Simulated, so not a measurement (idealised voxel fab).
process module | voxel double patterning
cross-section cut | 250 nm wide | cells 5 nm
A cross-section is a grid of square cells, given in bands from the top down. A band is one or more rows of cells.
Each band's line starts with the height of the band's top and of its bottom, in nm. Then come its materials from left to right, each with its width in nm. One material with "throughout" fills the band from edge to edge. "air" is empty space.
Height 0 is the level under which the wafer as received is all one material. The lowest band goes on downwards, as in "0 down".
A width such as "30 to 40" changes by the same amount from each row of cells to the next, from the band's top row to its bottom row.
"no change" after a step means that no cell of the cross-section changed.
closed voids: empty space of 8 cells or more with no open way to the top, each as width x height at its distance from the left edge, in nm
after a step's settings: what the simulator itself notes on the step
overlay nm, on a step with a mask: how far to the right of its planned place the mask lay; to the left if negative
plan
1 op RECEIVE | material Si
2 op CONFORMAL_DEP | material SiO2 | thk nm 5
3 op DIRECTIONAL_DEP | material polySi | thk nm 10
4 op DIRECTIONAL_DEP | material SiCN | thk nm 10
5 op DIRECTIONAL_DEP | material aC | thk nm 10
6 op PATTERN | tone open | mask id FIRST | material resist | width nm 15 | pitch nm 50 | thk nm 25 | overlay nm 0
7 op DIRECTIONAL_ETCH | etch materials aC | depth nm 10
8 op STRIP | etch materials resist
9 op DIRECTIONAL_ETCH | etch materials SiCN | depth nm 10
10 op STRIP | etch materials aC
11 op PATTERN | tone open | mask id SECOND | material resist | width nm 15 | pitch nm 50 | thk nm 20 | overlay nm 0
12 op DIRECTIONAL_ETCH | etch materials SiCN | depth nm 10
13 op STRIP | etch materials resist
14 op DIRECTIONAL_ETCH | etch materials polySi | depth nm 10
15 op STRIP | etch materials SiCN
as received, after step 1
  0 down: Si throughout
  closed voids: none
first wafer at the end, as planned
  15 to 5: polySi 65 | air 15 | polySi 10 | air 15 | polySi 10 | air 15 | polySi 10 | air 15 | polySi 10 | air 15 | polySi 70
  5 to 0: SiO2 throughout
  0 down: Si throughout
  closed voids: none
second wafer at the end: like start, like plan, one mistake
  15 to 5: polySi 65 | air 15 | polySi 10 | air 15 | polySi 10 | air 15 | polySi 10 | air 15 | polySi 10 | air 15 | polySi 70
  5 to 0: aC throughout
  0 down: Si throughout
  closed voids: none
what went wrong: step 2 ran as: op CONFORMAL_DEP | material aC | thk nm 5
at the end the second wafer has, in cells: 50 fewer of SiO2 | 50 more of aC
